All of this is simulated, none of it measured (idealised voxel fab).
Proc. module: voxel capacitor over wiring
Each square cell in cross-section cut measures 5 nm, and the section as a whole is 295 nm wide.
We lay out every cross-section as a grid of square cells and spell it out in bands from the top down, where one band means one or more rows of cells. In this notation a band is specified by the heights of its top and bottom, in that order and in nm, after which its materials appear from left to right, each paired with its width in nm. The word "throughout" attached to a single material means that material fills the band from edge to edge; the word "empty" stands for empty space. Height is counted from the level 0, under which the received wafer is composed throughout of one material. The lowest of the bands is not closed at the bottom but continues downward, in the notation "z 0 and below". It should be noted that a width expressed as "30..40" varies in equal increments from row to row of cells within the band, taking the value of the first number at the top row and that of the second number at the bottom row. A step reported as "nothing different" is a step in which no cell of the cross-section changed. Each empty space that has no open way to the top and spans at least 8 cells appears under "closed voids" as width x height at distance, the distance counted from the left edge, all in nm. On each step's line, the part that comes after the settings is the simulator's own comment on the step. overlay nm: how far to the right of its planned place the mask lay on this masked step (negative: to the left).

## Process steps - plan
1,RECEIVE | material Si
2,CONFORMAL_DEP | material SiO2 | thk nm 10
3,DIRECTIONAL_DEP | material TiN | thk nm 5
4,DIRECTIONAL_DEP | material W | thk nm 20
5,MASKED_ETCH | tone cover | mask id METAL_1 | width nm 30 | pitch nm 100 | etch materials W | depth nm 20 | overlay nm 0
6,MASKED_ETCH | tone cover | mask id METAL_1 | width nm 30 | pitch nm 100 | etch materials TiN | depth nm 5 | overlay nm 0
7,FILL_DEP | material SiO2 | thk nm 5
8,CMP | height nm 35
9,CONFORMAL_DEP | material SiCN | thk nm 5
10,DIRECTIONAL_DEP | material lowk | thk nm 20
11,MASKED_ETCH | tone open | mask id PLUG_1 | width nm 15 | etch materials lowk | depth nm 20 | overlay nm 0
12,MASKED_ETCH | tone open | mask id PLUG_1 | width nm 15 | etch materials SiCN | depth nm 5 | overlay nm 0
13,EPI | material Ru | thk nm 10
14,EPI | material Ru | thk nm 10
15,EPI | material Ru | thk nm 5
16,DIRECTIONAL_DEP | material TiN | thk nm 5
17,DIRECTIONAL_DEP | material Al2O3 | thk nm 5
18,DIRECTIONAL_DEP | material TiN | thk nm 5
19,DIRECTIONAL_DEP | material aC | thk nm 15
20,PATTERN | tone cover | mask id UPPER_PLATE | material resist | width nm 75 | thk nm 30 | overlay nm 0
21,DIRECTIONAL_ETCH | etch materials aC | depth nm 15
22,STRIP | etch materials resist
23,DIRECTIONAL_ETCH | etch materials TiN | depth nm 5
24,DIRECTIONAL_ETCH | etch materials Al2O3 | depth nm 5
25,STRIP | etch materials aC
26,DIRECTIONAL_DEP | material aC | thk nm 10
27,PATTERN | tone cover | mask id LOWER_PLATE | material resist | width nm 85 | thk nm 30 | overlay nm 0
28,DIRECTIONAL_ETCH | etch materials aC | depth nm 10
29,STRIP | etch materials resist
30,DIRECTIONAL_ETCH | etch materials TiN | depth nm 5
31,STRIP | etch materials aC
32,FILL_DEP | material SiO2 | thk nm 20
33,CMP | height nm 90
34,PATTERN | tone open | mask id PLUG_2 | material resist | width nm 15 | thk nm 15 | overlay nm 0
35,DIRECTIONAL_ETCH | etch materials SiO2 | depth nm 15
36,STRIP | etch materials resist
37,CONFORMAL_DEP | material TiN | thk nm 5
38,FILL_DEP | material Ru | thk nm 10
39,CMP | height nm 90
40,CONFORMAL_DEP | material SiCN | thk nm 5

## First of two wafers - as planned

## Delivered wafer in cross-section: state after step 1
    z 0 and below  Si throughout
    closed voids: none

## Once step 2 is through, the wafer looks like this in cross-section
    z 10 to 0  SiO2 throughout
    At heights below 0, the structure remains unaltered.

## Once step 3 is through, the wafer looks like this in cross-section
    z 15 to 10  TiN throughout
    At heights below 10, the structure remains unaltered.

## Once step 4 is through, the wafer looks like this in cross-section
    z 35 to 15  W throughout
    At heights below 15, the structure remains unaltered.

## Once step 5 is through, the wafer looks like this in cross-section
    z 35 to 15  80 of empty / 30 of W / 70 of empty / 30 of W / 85 of empty
    At heights below 15, the structure remains unaltered.

## Once step 6 is through, the wafer looks like this in cross-section
    z 35 to 15  80 of empty / 30 of W / 70 of empty / 30 of W / 85 of empty
    z 15 to 10  80 of empty / 30 of TiN / 70 of empty / 30 of TiN / 85 of empty
    At heights below 10, the structure remains unaltered.

## Once step 7 is through, the wafer looks like this in cross-section
    z 40 to 35  SiO2 throughout
    z 35 to 15  80 of SiO2 / 30 of W / 70 of SiO2 / 30 of W / 85 of SiO2
    z 15 to 10  80 of SiO2 / 30 of TiN / 70 of SiO2 / 30 of TiN / 85 of SiO2
    At heights below 10, the structure remains unaltered.

## Once step 8 is through, the wafer looks like this in cross-section
    z 35 to 15  80 of SiO2 / 30 of W / 70 of SiO2 / 30 of W / 85 of SiO2
    At heights below 15, the structure remains unaltered.

## Once step 9 is through, the wafer looks like this in cross-section
    z 40 to 35  SiCN throughout
    At heights below 35, the structure remains unaltered.

## Once step 10 is through, the wafer looks like this in cross-section
    z 60 to 40  lowk throughout
    At heights below 40, the structure remains unaltered.

## Once step 11 is through, the wafer looks like this in cross-section
    z 60 to 40  95 of lowk / 15 of empty / 185 of lowk
    At heights below 40, the structure remains unaltered.

## Once step 12 is through, the wafer looks like this in cross-section
    z 60 to 40  95 of lowk / 15 of empty / 185 of lowk
    z 40 to 35  95 of SiCN / 15 of empty / 185 of SiCN
    At heights below 35, the structure remains unaltered.

## Once step 13 is through, the wafer looks like this in cross-section
    z 60 to 45  95 of lowk / 15 of empty / 185 of lowk
    z 45 to 40  95 of lowk / 15 of Ru / 185 of lowk
    z 40 to 35  95 of SiCN / 15 of Ru / 185 of SiCN
    At heights below 35, the structure remains unaltered.

## Once step 14 is through, the wafer looks like this in cross-section
    z 60 to 55  95 of lowk / 15 of empty / 185 of lowk
    z 55 to 40  95 of lowk / 15 of Ru / 185 of lowk
    At heights below 40, the structure remains unaltered.

## Once step 15 is through, the wafer looks like this in cross-section
    z 60 to 40  95 of lowk / 15 of Ru / 185 of lowk
    At heights below 40, the structure remains unaltered.

## Once step 16 is through, the wafer looks like this in cross-section
    z 65 to 60  TiN throughout
    At heights below 60, the structure remains unaltered.

## Once step 17 is through, the wafer looks like this in cross-section
    z 70 to 65  Al2O3 throughout
    At heights below 65, the structure remains unaltered.

## Once step 18 is through, the wafer looks like this in cross-section
    z 75 to 70  TiN throughout
    At heights below 70, the structure remains unaltered.

## Once step 19 is through, the wafer looks like this in cross-section
    z 90 to 75  aC throughout
    At heights below 75, the structure remains unaltered.

## Once step 20 is through, the wafer looks like this in cross-section
    z 120 to 90  95 of empty / 75 of resist / 125 of empty
    At heights below 90, the structure remains unaltered.

## Once step 21 is through, the wafer looks like this in cross-section
    z 105 to 90  95 of empty / 75 of resist / 125 of empty
    z 90 to 75  95 of empty / 75 of aC / 125 of empty
    At heights below 75, the structure remains unaltered.

## Once step 22 is through, the wafer looks like this in cross-section
    z 90 to 75  95 of empty / 75 of aC / 125 of empty
    At heights below 75, the structure remains unaltered.

## Once step 23 is through, the wafer looks like this in cross-section
    z 90 to 75  95 of empty / 75 of aC / 125 of empty
    z 75 to 70  95 of empty / 75 of TiN / 125 of empty
    At heights below 70, the structure remains unaltered.

## Once step 24 is through, the wafer looks like this in cross-section
    z 90 to 75  95 of empty / 75 of aC / 125 of empty
    z 75 to 70  95 of empty / 75 of TiN / 125 of empty
    z 70 to 65  95 of empty / 75 of Al2O3 / 125 of empty
    At heights below 65, the structure remains unaltered.

## Once step 25 is through, the wafer looks like this in cross-section
    z 75 to 70  95 of empty / 75 of TiN / 125 of empty
    At heights below 70, the structure remains unaltered.

## Once step 26 is through, the wafer looks like this in cross-section
    z 85 to 75  95 of empty / 75 of aC / 125 of empty
    z 75 to 70  95 of aC / 75 of TiN / 125 of aC
    z 70 to 65  95 of aC / 75 of Al2O3 / 125 of aC
    At heights below 65, the structure remains unaltered.

## Once step 27 is through, the wafer looks like this in cross-section
    z 115 to 85  90 of empty / 85 of resist / 120 of empty
    z 85 to 75  90 of empty / 5 of resist / 75 of aC / 5 of resist / 120 of empty
    At heights below 75, the structure remains unaltered.

## Once step 28 is through, the wafer looks like this in cross-section
    z 105 to 85  90 of empty / 85 of resist / 120 of empty
    z 85 to 75  90 of empty / 5 of resist / 75 of aC / 5 of resist / 120 of empty
    z 75 to 70  90 of empty / 5 of aC / 75 of TiN / 5 of aC / 120 of empty
    z 70 to 65  90 of empty / 5 of aC / 75 of Al2O3 / 5 of aC / 120 of empty
    At heights below 65, the structure remains unaltered.

## Once step 29 is through, the wafer looks like this in cross-section
    z 85 to 75  95 of empty / 75 of aC / 125 of empty
    At heights below 75, the structure remains unaltered.

## Once step 30 is through, the wafer looks like this in cross-section
    z 85 to 75  95 of empty / 75 of aC / 125 of empty
    z 75 to 70  90 of empty / 5 of aC / 75 of TiN / 5 of aC / 120 of empty
    z 70 to 65  90 of empty / 5 of aC / 75 of Al2O3 / 5 of aC / 120 of empty
    z 65 to 60  90 of empty / 85 of TiN / 120 of empty
    At heights below 60, the structure remains unaltered.

## Once step 31 is through, the wafer looks like this in cross-section
    z 75 to 70  95 of empty / 75 of TiN / 125 of empty
    z 70 to 65  95 of empty / 75 of Al2O3 / 125 of empty
    At heights below 65, the structure remains unaltered.

## Once step 32 is through, the wafer looks like this in cross-section
    z 95 to 75  SiO2 throughout
    z 75 to 70  95 of SiO2 / 75 of TiN / 125 of SiO2
    z 70 to 65  95 of SiO2 / 75 of Al2O3 / 125 of SiO2
    z 65 to 60  90 of SiO2 / 85 of TiN / 120 of SiO2
    At heights below 60, the structure remains unaltered.

## Once step 33 is through, the wafer looks like this in cross-section
    z 90 to 75  SiO2 throughout
    At heights below 75, the structure remains unaltered.

## Once step 34 is through, the wafer looks like this in cross-section
    z 105 to 90  105 of resist / 15 of empty / 175 of resist
    At heights below 90, the structure remains unaltered.

## Once step 35 is through, the wafer looks like this in cross-section
    z 105 to 90  105 of resist / 15 of empty / 175 of resist
    z 90 to 75  105 of SiO2 / 15 of empty / 175 of SiO2
    At heights below 75, the structure remains unaltered.

## Once step 36 is through, the wafer looks like this in cross-section
    z 90 to 75  105 of SiO2 / 15 of empty / 175 of SiO2
    At heights below 75, the structure remains unaltered.

## Once step 37 is through, the wafer looks like this in cross-section
    z 95 to 90  110 of TiN / 5 of empty / 180 of TiN
    z 90 to 80  105 of SiO2 / 5 of TiN / 5 of empty / 5 of TiN / 175 of SiO2
    z 80 to 70  105..95 of SiO2 / 15..75 of TiN / 175..125 of SiO2
    At heights below 70, the structure remains unaltered.

## Once step 38 is through, the wafer looks like this in cross-section
    z 105 to 95  Ru throughout
    z 95 to 90  110 of TiN / 5 of Ru / 180 of TiN
    z 90 to 80  105 of SiO2 / 5 of TiN / 5 of Ru / 5 of TiN / 175 of SiO2
    At heights below 80, the structure remains unaltered.

## Once step 39 is through, the wafer looks like this in cross-section
    z 90 to 80  105 of SiO2 / 5 of TiN / 5 of Ru / 5 of TiN / 175 of SiO2
    At heights below 80, the structure remains unaltered.

## Once step 40 is through, the wafer looks like this in cross-section
    z 95 to 90  SiCN throughout
    At heights below 90, the structure remains unaltered.

## Second Wafer (Identical Start and Plan, One Processing Error; Matches First Wafer Through Step 4)

## Cross-section: second wafer, time at which step 5 was scheduled to end
    z 35 to 15  90 of empty / 30 of W / 70 of empty / 30 of W / 75 of empty
    At heights below 15, the structure remains unaltered.

## Cross-section: second wafer, time at which step 6 was scheduled to end
    z 35 to 15  90 of empty / 30 of W / 70 of empty / 30 of W / 75 of empty
    z 15 to 10  80 of empty / 40 of TiN / 60 of empty / 40 of TiN / 75 of empty
    At heights below 10, the structure remains unaltered.

## Cross-section: second wafer, time at which step 7 was scheduled to end
    z 40 to 35  SiO2 throughout
    z 35 to 15  90 of SiO2 / 30 of W / 70 of SiO2 / 30 of W / 75 of SiO2
    z 15 to 10  80 of SiO2 / 40 of TiN / 60 of SiO2 / 40 of TiN / 75 of SiO2
    At heights below 10, the structure remains unaltered.

## Cross-section: second wafer, time at which step 8 was scheduled to end
    z 35 to 15  90 of SiO2 / 30 of W / 70 of SiO2 / 30 of W / 75 of SiO2
    At heights below 15, the structure remains unaltered.

## Cross-section: second wafer, time at which step 9 was scheduled to end
    z 40 to 35  SiCN throughout
    At heights below 35, the structure remains unaltered.

## Cross-section: second wafer, time at which step 10 was scheduled to end
    z 60 to 40  lowk throughout
    At heights below 40, the structure remains unaltered.

## Cross-section: second wafer, time at which step 11 was scheduled to end
    z 60 to 40  95 of lowk / 15 of empty / 185 of lowk
    At heights below 40, the structure remains unaltered.

## Cross-section: second wafer, time at which step 12 was scheduled to end
    z 60 to 40  95 of lowk / 15 of empty / 185 of lowk
    z 40 to 35  95 of SiCN / 15 of empty / 185 of SiCN
    At heights below 35, the structure remains unaltered.

## Cross-section: second wafer, time at which step 13 was scheduled to end
    z 60 to 45  95 of lowk / 15 of empty / 185 of lowk
    z 45 to 40  95 of lowk / 15 of Ru / 185 of lowk
    z 40 to 35  95 of SiCN / 15 of Ru / 185 of SiCN
    At heights below 35, the structure remains unaltered.

## Cross-section: second wafer, time at which step 14 was scheduled to end
    z 60 to 55  95 of lowk / 15 of empty / 185 of lowk
    z 55 to 40  95 of lowk / 15 of Ru / 185 of lowk
    At heights below 40, the structure remains unaltered.

## Cross-section: second wafer, time at which step 15 was scheduled to end
    z 60 to 40  95 of lowk / 15 of Ru / 185 of lowk
    At heights below 40, the structure remains unaltered.

## Cross-section: second wafer, time at which step 16 was scheduled to end
    z 65 to 60  TiN throughout
    At heights below 60, the structure remains unaltered.

## Cross-section: second wafer, time at which step 17 was scheduled to end
    z 70 to 65  Al2O3 throughout
    At heights below 65, the structure remains unaltered.

## Cross-section: second wafer, time at which step 18 was scheduled to end
    z 75 to 70  TiN throughout
    At heights below 70, the structure remains unaltered.

## Cross-section: second wafer, time at which step 19 was scheduled to end
    z 90 to 75  aC throughout
    At heights below 75, the structure remains unaltered.

## Cross-section: second wafer, time at which step 20 was scheduled to end
    z 120 to 90  95 of empty / 75 of resist / 125 of empty
    At heights below 90, the structure remains unaltered.

## Cross-section: second wafer, time at which step 21 was scheduled to end
    z 105 to 90  95 of empty / 75 of resist / 125 of empty
    z 90 to 75  95 of empty / 75 of aC / 125 of empty
    At heights below 75, the structure remains unaltered.

## Cross-section: second wafer, time at which step 22 was scheduled to end
    z 90 to 75  95 of empty / 75 of aC / 125 of empty
    At heights below 75, the structure remains unaltered.

## Cross-section: second wafer, time at which step 23 was scheduled to end
    z 90 to 75  95 of empty / 75 of aC / 125 of empty
    z 75 to 70  95 of empty / 75 of TiN / 125 of empty
    At heights below 70, the structure remains unaltered.

## Cross-section: second wafer, time at which step 24 was scheduled to end
    z 90 to 75  95 of empty / 75 of aC / 125 of empty
    z 75 to 70  95 of empty / 75 of TiN / 125 of empty
    z 70 to 65  95 of empty / 75 of Al2O3 / 125 of empty
    At heights below 65, the structure remains unaltered.

## Cross-section: second wafer, time at which step 25 was scheduled to end
    z 75 to 70  95 of empty / 75 of TiN / 125 of empty
    At heights below 70, the structure remains unaltered.

## Cross-section: second wafer, time at which step 26 was scheduled to end
    z 85 to 75  95 of empty / 75 of aC / 125 of empty
    z 75 to 70  95 of aC / 75 of TiN / 125 of aC
    z 70 to 65  95 of aC / 75 of Al2O3 / 125 of aC
    At heights below 65, the structure remains unaltered.

## Cross-section: second wafer, time at which step 27 was scheduled to end
    z 115 to 85  90 of empty / 85 of resist / 120 of empty
    z 85 to 75  90 of empty / 5 of resist / 75 of aC / 5 of resist / 120 of empty
    At heights below 75, the structure remains unaltered.

## Cross-section: second wafer, time at which step 28 was scheduled to end
    z 105 to 85  90 of empty / 85 of resist / 120 of empty
    z 85 to 75  90 of empty / 5 of resist / 75 of aC / 5 of resist / 120 of empty
    z 75 to 70  90 of empty / 5 of aC / 75 of TiN / 5 of aC / 120 of empty
    z 70 to 65  90 of empty / 5 of aC / 75 of Al2O3 / 5 of aC / 120 of empty
    At heights below 65, the structure remains unaltered.

## Cross-section: second wafer, time at which step 29 was scheduled to end
    z 85 to 75  95 of empty / 75 of aC / 125 of empty
    At heights below 75, the structure remains unaltered.

## Cross-section: second wafer, time at which step 30 was scheduled to end
    z 85 to 75  95 of empty / 75 of aC / 125 of empty
    z 75 to 70  90 of empty / 5 of aC / 75 of TiN / 5 of aC / 120 of empty
    z 70 to 65  90 of empty / 5 of aC / 75 of Al2O3 / 5 of aC / 120 of empty
    z 65 to 60  90 of empty / 85 of TiN / 120 of empty
    At heights below 60, the structure remains unaltered.

## Cross-section: second wafer, time at which step 31 was scheduled to end
    z 75 to 70  95 of empty / 75 of TiN / 125 of empty
    z 70 to 65  95 of empty / 75 of Al2O3 / 125 of empty
    At heights below 65, the structure remains unaltered.

## Cross-section: second wafer, time at which step 32 was scheduled to end
    z 95 to 75  SiO2 throughout
    z 75 to 70  95 of SiO2 / 75 of TiN / 125 of SiO2
    z 70 to 65  95 of SiO2 / 75 of Al2O3 / 125 of SiO2
    z 65 to 60  90 of SiO2 / 85 of TiN / 120 of SiO2
    At heights below 60, the structure remains unaltered.

## Cross-section: second wafer, time at which step 33 was scheduled to end
    z 90 to 75  SiO2 throughout
    At heights below 75, the structure remains unaltered.

## Cross-section: second wafer, time at which step 34 was scheduled to end
    z 105 to 90  105 of resist / 15 of empty / 175 of resist
    At heights below 90, the structure remains unaltered.

## Cross-section: second wafer, time at which step 35 was scheduled to end
    z 105 to 90  105 of resist / 15 of empty / 175 of resist
    z 90 to 75  105 of SiO2 / 15 of empty / 175 of SiO2
    At heights below 75, the structure remains unaltered.

## Cross-section: second wafer, time at which step 36 was scheduled to end
    z 90 to 75  105 of SiO2 / 15 of empty / 175 of SiO2
    At heights below 75, the structure remains unaltered.

## Cross-section: second wafer, time at which step 37 was scheduled to end
    z 95 to 90  110 of TiN / 5 of empty / 180 of TiN
    z 90 to 80  105 of SiO2 / 5 of TiN / 5 of empty / 5 of TiN / 175 of SiO2
    z 80 to 70  105..95 of SiO2 / 15..75 of TiN / 175..125 of SiO2
    At heights below 70, the structure remains unaltered.

## Cross-section: second wafer, time at which step 38 was scheduled to end
    z 105 to 95  Ru throughout
    z 95 to 90  110 of TiN / 5 of Ru / 180 of TiN
    z 90 to 80  105 of SiO2 / 5 of TiN / 5 of Ru / 5 of TiN / 175 of SiO2
    At heights below 80, the structure remains unaltered.

## Cross-section: second wafer, time at which step 39 was scheduled to end
    z 90 to 80  105 of SiO2 / 5 of TiN / 5 of Ru / 5 of TiN / 175 of SiO2
    At heights below 80, the structure remains unaltered.

## Cross-section: second wafer, time at which step 40 was scheduled to end
    z 95 to 90  SiCN throughout
    At heights below 90, the structure remains unaltered.
Plan not followed: note that step 5 departed from the planned setting and was carried out as MASKED_ETCH | tone cover | mask id METAL_1 | width nm 30 | pitch nm 100 | etch materials W | depth nm 20 | overlay nm 10
at the end the second wafer has, in cells: SiO2: 4 fewer; TiN: 4 more
